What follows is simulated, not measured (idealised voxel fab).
This section sets out a process module, namely voxel transistor to metal.
Square cell edge 5 nm, section width 215 nm, ID cut.
Notation: cross-section as square-cell grid; stated in bands, top first, going down; one or more cell rows per band. Each band's line starts with the height of the band's top and of its bottom, in nm. Then come its materials from left to right, each with its width in nm. One material with "edge to edge" fills the band from edge to edge. "blank" is empty space. Note: height 0 marks the level under which the wafer is uniformly one material as received. Lowest band unbounded below, written "from 0 down". Read "30..40" as a graded width: first number on top, second number at the bottom, same change between each pair of neighbouring rows. A step reported as "nothing was modified" is a step in which no cell of the cross-section changed. In "Closed void entries" the enclosed voids are listed, meaning empty spaces of 8 cells or larger without any opening to the top. The form is width x height at distance, distance from the left edge, units nm. On a step's line, text after the settings is the simulator commenting on that step. overlay nm: right-of-plan distance of the mask on a masked step; negative values mean left-of-plan.
**Planned step list for the process**
- 1: RECEIVE: material Si
- 2: CONFORMAL_DEP: material SiO2, thk nm 5
- 3: CONFORMAL_DEP: material SiN, thk nm 15
- 4: MASKED_ETCH: tone cover, mask id ACTIVE, width nm 100, etch materials SiN, depth nm 15, overlay nm 0
- 5: MASKED_ETCH: tone cover, mask id ACTIVE, width nm 100, etch materials SiO2, depth nm 5, overlay nm 0
- 6: MASKED_ETCH: tone cover, mask id ACTIVE, width nm 100, etch materials Si, depth nm 20, overlay nm 0
- 7: OXIDIZE: depth nm 5
- 8: FILL_DEP: material SiO2, thk nm 10
- 9: CMP: height nm 20
- 10: SELECTIVE_ETCH: etch materials SiO2, depth nm 10
- 11: STRIP: etch materials SiN
- 12: SELECTIVE_ETCH: etch materials SiO2, depth nm 5
- 13: OXIDIZE: depth nm 5
- 14: DIRECTIONAL_DEP: material polySi, thk nm 30
- 15: DIRECTIONAL_DEP: material SiCN, thk nm 15
- 16: DIRECTIONAL_DEP: material aC, thk nm 10
- 17: PATTERN: tone cover, mask id GATE, material resist, width nm 20, thk nm 25, overlay nm 0
- 18: DIRECTIONAL_ETCH: etch materials aC, depth nm 10
- 19: STRIP: etch materials resist
- 20: DIRECTIONAL_ETCH: etch materials SiCN, depth nm 25
- 21: DIRECTIONAL_ETCH: etch materials polySi, depth nm 40
- 22: STRIP: etch materials aC
- 23: CONFORMAL_DEP: material SiO2, thk nm 5
- 24: DIRECTIONAL_ETCH: etch materials SiO2, depth nm 5
- 25: CONFORMAL_DEP: material SiN, thk nm 10
- 26: DIRECTIONAL_ETCH: etch materials SiN, depth nm 10
- 27: DIRECTIONAL_ETCH: etch materials SiO2, depth nm 5
- 28: EPI: material SiGe, thk nm 5
- 29: FILL_DEP: material SiO2, thk nm 10
- 30: CMP: height nm 45
- 31: DIRECTIONAL_DEP: material SiO2, thk nm 15
- 32: DIRECTIONAL_DEP: material aC, thk nm 10
- 33: PATTERN: tone open, mask id CONTACT, material resist, width nm 30, pitch nm 60, thk nm 30, overlay nm 0
- 34: DIRECTIONAL_ETCH: etch materials aC, depth nm 10
- 35: STRIP: etch materials resist
- 36: DIRECTIONAL_ETCH: etch materials SiO2, depth nm 60
- 37: STRIP: etch materials aC
- 38: CONFORMAL_DEP: material TiN, thk nm 5
- 39: FILL_DEP: material Ru, thk nm 5
- 40: CMP: height nm 60
- 41: DIRECTIONAL_DEP: material TiN, thk nm 5
- 42: DIRECTIONAL_DEP: material Ru, thk nm 15
- 43: MASKED_ETCH: tone cover, mask id METAL_1, width nm 20, pitch nm 70, etch materials Ru, depth nm 15, overlay nm 0
- 44: MASKED_ETCH: tone cover, mask id METAL_1, width nm 20, pitch nm 70, etch materials TiN, depth nm 5, overlay nm 0
- 45: CONFORMAL_DEP: material SiN, thk nm 5
- 46: FILL_DEP: material lowk, thk nm 5
- 47: CMP: height nm 80
- 48: CONFORMAL_DEP: material SiCN, thk nm 5
- 49: DIRECTIONAL_DEP: material SiO2, thk nm 25
- 50: MASKED_ETCH: tone open, mask id METAL_2, width nm 20, pitch nm 70, etch materials SiO2, depth nm 15, overlay nm 0
- 51: MASKED_ETCH: tone open, mask id METAL_2_HOLES, width nm 15, pitch nm 70, etch materials SiO2, depth nm 10, overlay nm 0
- 52: MASKED_ETCH: tone open, mask id METAL_2_HOLES, width nm 15, pitch nm 70, etch materials SiCN, depth nm 5, overlay nm 0
- 53: CONFORMAL_DEP: material TiN, thk nm 5
- 54: FILL_DEP: material Cu, thk nm 5
- 55: CMP: height nm 110
- 56: CONFORMAL_DEP: material SiCN, thk nm 5
**Step 1 complete: cross-section of the wafer as received**
- from 0 down: Si edge to edge
- Closed void entries: none
**Here's the cross-section of the first of our two wafers at the end of the module - it ran as planned**
- from 115 to 110: SiCN edge to edge
- from 110 to 100: SiO2 (60), then TiN (5), then Cu (10), then TiN (5), then SiO2 (50), then TiN (5), then Cu (10), then TiN (5), then SiO2 (65)
- from 100 to 95: SiO2 (60), then TiN (5), then Cu (5), then TiN (10), then SiO2 (50), then TiN (5), then Cu (5), then TiN (10), then SiO2 (65)
- from 95 to 85: SiO2 (60), then TiN (5), then Cu (5), then TiN (5), then SiO2 (55), then TiN (5), then Cu (5), then TiN (5), then SiO2 (70)
- from 85 to 80: SiCN (60), then TiN (15), then SiCN (55), then TiN (15), then SiCN (70)
- from 80 to 65: lowk (55), then SiN (5), then Ru (20), then SiN (5), then lowk (40), then SiN (5), then Ru (20), then SiN (5), then lowk (60)
- from 65 to 60: SiN (60), then TiN (20), then SiN (50), then TiN (20), then SiN (65)
- from 60 to 50: SiO2 (60), then TiN (5), then Ru (20), then TiN (5), then SiO2 (30), then TiN (5), then Ru (20), then TiN (5), then SiO2 (65)
- from 50 to 45: SiO2 (60), then TiN (5), then Ru (10), then TiN (15), then SiO2 (30), then TiN (15), then Ru (10), then TiN (5), then SiO2 (65)
- from 45 to 30: SiO2 (60), then TiN (5), then Ru (10), then TiN (5), then SiN (10), then SiO2 (5), then SiCN (20), then SiO2 (5), then SiN (10), then TiN (5), then Ru (10), then TiN (5), then SiO2 (65)
- from 30 to 10: SiO2 (60), then TiN (5), then Ru (10), then TiN (5), then SiN (10), then SiO2 (5), then polySi (20), then SiO2 (5), then SiN (10), then TiN (5), then Ru (10), then TiN (5), then SiO2 (65)
- from 10 to 5: SiO2 (60), then TiN (10), then Ru (5), then TiN (5), then SiN (10), then SiO2 (5), then polySi (20), then SiO2 (5), then SiN (10), then TiN (5), then Ru (5), then TiN (10), then SiO2 (65)
- from 5 to 0: SiO2 (55), then SiN (10), then TiN (15), then SiN (10), then SiO2 (5), then polySi (20), then SiO2 (5), then SiN (10), then TiN (15), then SiN (10), then SiO2 (60)
- from 0 to -5: SiO2 (65), then SiGe (15), then SiO2 (50), then SiGe (15), then SiO2 (70)
- from -5 to -25: SiO2 (60), then Si (90), then SiO2 (65)
- from -25 down: Si edge to edge
- Closed void entries: none
**Cross-sectional view: second of two wafers, end of module; start and plan identical to the first, one mistake in running**
- from 115 to 110: SiCN edge to edge
- from 110 to 100: SiO2 (60), then TiN (5), then Cu (10), then TiN (5), then SiO2 (50), then TiN (5), then Cu (10), then TiN (5), then SiO2 (65)
- from 100 to 95: SiO2 (60), then TiN (5), then Cu (5), then TiN (10), then SiO2 (50), then TiN (5), then Cu (5), then TiN (10), then SiO2 (65)
- from 95 to 85: SiO2 (60), then TiN (5), then Cu (5), then TiN (5), then SiO2 (55), then TiN (5), then Cu (5), then TiN (5), then SiO2 (70)
- from 85 to 80: SiCN (60), then TiN (15), then SiCN (55), then TiN (15), then SiCN (70)
- from 80 to 65: lowk (55), then SiN (5), then Ru (20), then SiN (5), then lowk (40), then SiN (5), then Ru (20), then SiN (5), then lowk (60)
- from 65 to 60: SiN (60), then TiN (20), then SiN (50), then TiN (20), then SiN (65)
- from 60 to 50: SiO2 (60), then TiN (5), then Ru (20), then TiN (5), then SiO2 (30), then TiN (5), then Ru (20), then TiN (5), then SiO2 (65)
- from 50 to 45: SiO2 (60), then TiN (5), then Ru (10), then TiN (15), then SiO2 (30), then TiN (15), then Ru (10), then TiN (5), then SiO2 (65)
- from 45 to 35: SiO2 (60), then TiN (5), then Ru (10), then TiN (5), then SiN (10), then SiO2 (5), then SiCN (20), then SiO2 (5), then SiN (10), then TiN (5), then Ru (10), then TiN (5), then SiO2 (65)
- from 35 to 10: SiO2 (60), then TiN (5), then Ru (10), then TiN (5), then SiN (10), then SiO2 (5), then polySi (20), then SiO2 (5), then SiN (10), then TiN (5), then Ru (10), then TiN (5), then SiO2 (65)
- from 10 to 5: SiO2 (60), then TiN (20), then SiN (10), then SiO2 (5), then polySi (20), then SiO2 (5), then SiN (10), then TiN (20), then SiO2 (65)
- from 5 to 0: SiO2 (55), then SiGe (25), then SiO2 (50), then SiGe (25), then SiO2 (60)
- from 0 to -25: SiO2 (60), then Si (90), then SiO2 (65)
- from -25 down: Si edge to edge
- Closed void entries: none
So what did we get wrong on this run? note: step 11 <-> step 12, run order reversed vs plan
End of process, cell counts, second wafer against first, materials with more or fewer: Ru: 2 fewer | Si: 18 more | SiCN: 4 fewer | SiGe: 4 more | SiN: 8 fewer | SiO2: 4 fewer | TiN: 4 fewer
